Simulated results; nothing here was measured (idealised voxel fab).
The name of this process module is voxel gate over fins.
Square cell edge 5 nm, section width 280 nm, ID cut.
A cross-section in this document is a grid of square cells, and it is written down as bands, the top band listed before the ones below it; a band is made up of one or more rows of cells.
Quick guide to a band line: top height, bottom height (nm) up front; then every material left to right with its width in nm. Only one material and it's marked "full width"? Then it fills the band edge to edge. And "blank" just means empty space.
Heights from 0 (as-received wafer is one material below). Bottom band endless downward, as "0..down".
A width such as "30..40" changes by the same amount from each row of cells to the next, from the band's top row to its bottom row.
When a step is marked "no change occurred", none of the cells in the cross-section changed during that step.
"Closed void table" lists enclosed empty spaces (at least 8 cells, no open path upward to the top), each as width x height at distance from the left edge, in nm.
Read whatever lies past the settings on a step's line as the simulator's own remark about the step.
The setting "overlay nm" may be written on the line of a step. When the step uses a mask, the value reports how far to the right of the planned place the mask lay, and a negative value reports that it lay to the left.

[This section lists the process steps that were planned]
- 1: RECEIVE [material Si]
- 2: CONFORMAL_DEP [material SiN] [thk nm 5]
- 3: DIRECTIONAL_DEP [material aC] [thk nm 10]
- 4: PATTERN [tone cover] [mask id FINS] [material resist] [width nm 15] [pitch nm 45] [thk nm 25] [overlay nm 0]
- 5: DIRECTIONAL_ETCH [etch materials aC] [depth nm 10]
- 6: STRIP [etch materials resist]
- 7: DIRECTIONAL_ETCH [etch materials SiN] [depth nm 5]
- 8: DIRECTIONAL_ETCH [etch materials Si] [depth nm 30]
- 9: STRIP [etch materials aC]
- 10: FILL_DEP [material SiO2] [thk nm 10]
- 11: CMP [height nm 5]
- 12: SELECTIVE_ETCH [etch materials SiO2] [depth nm 20]
- 13: STRIP [etch materials SiN]
- 14: CONFORMAL_DEP [material HfO2] [thk nm 5]
- 15: CONFORMAL_DEP [material TiN] [thk nm 5]
- 16: CONFORMAL_DEP [material TiAl] [thk nm 5]
- 17: CONFORMAL_DEP [material TiN] [thk nm 5]
- 18: FILL_DEP [material W] [thk nm 10]
- 19: CMP [height nm 25]
- 20: CONFORMAL_DEP [material SiCN] [thk nm 10]
Where the wafers of this document differ is in the thk nm of step 15; they start out the same, and the plan states the value that applied to the first wafer.

[Received condition of the first of several wafers, sectioned: post-step 1]
* 0..down  Si full width
* Closed void table: none

[Gained (+) or lost (-) cells of each material since receipt, then closed voids: one row per wafer, at the end of the module]
thk nm 5, +80 HfO2, -264 Si, +112 SiCN, +132 SiO2, +80 TiAl, +142 TiN, +110 W, Closed void table: none
thk nm 10, +80 HfO2, -264 Si, +112 SiCN, +132 SiO2, +62 TiAl, +222 TiN, +48 W, Closed void table: none
thk nm 15, +80 HfO2, -264 Si, +112 SiCN, +132 SiO2, +62 TiAl, +242 TiN, +28 W, Closed void table: none
thk nm 20, +80 HfO2, -264 Si, +112 SiCN, +132 SiO2, +20 TiAl, +300 TiN, +12 W, Closed void table: none
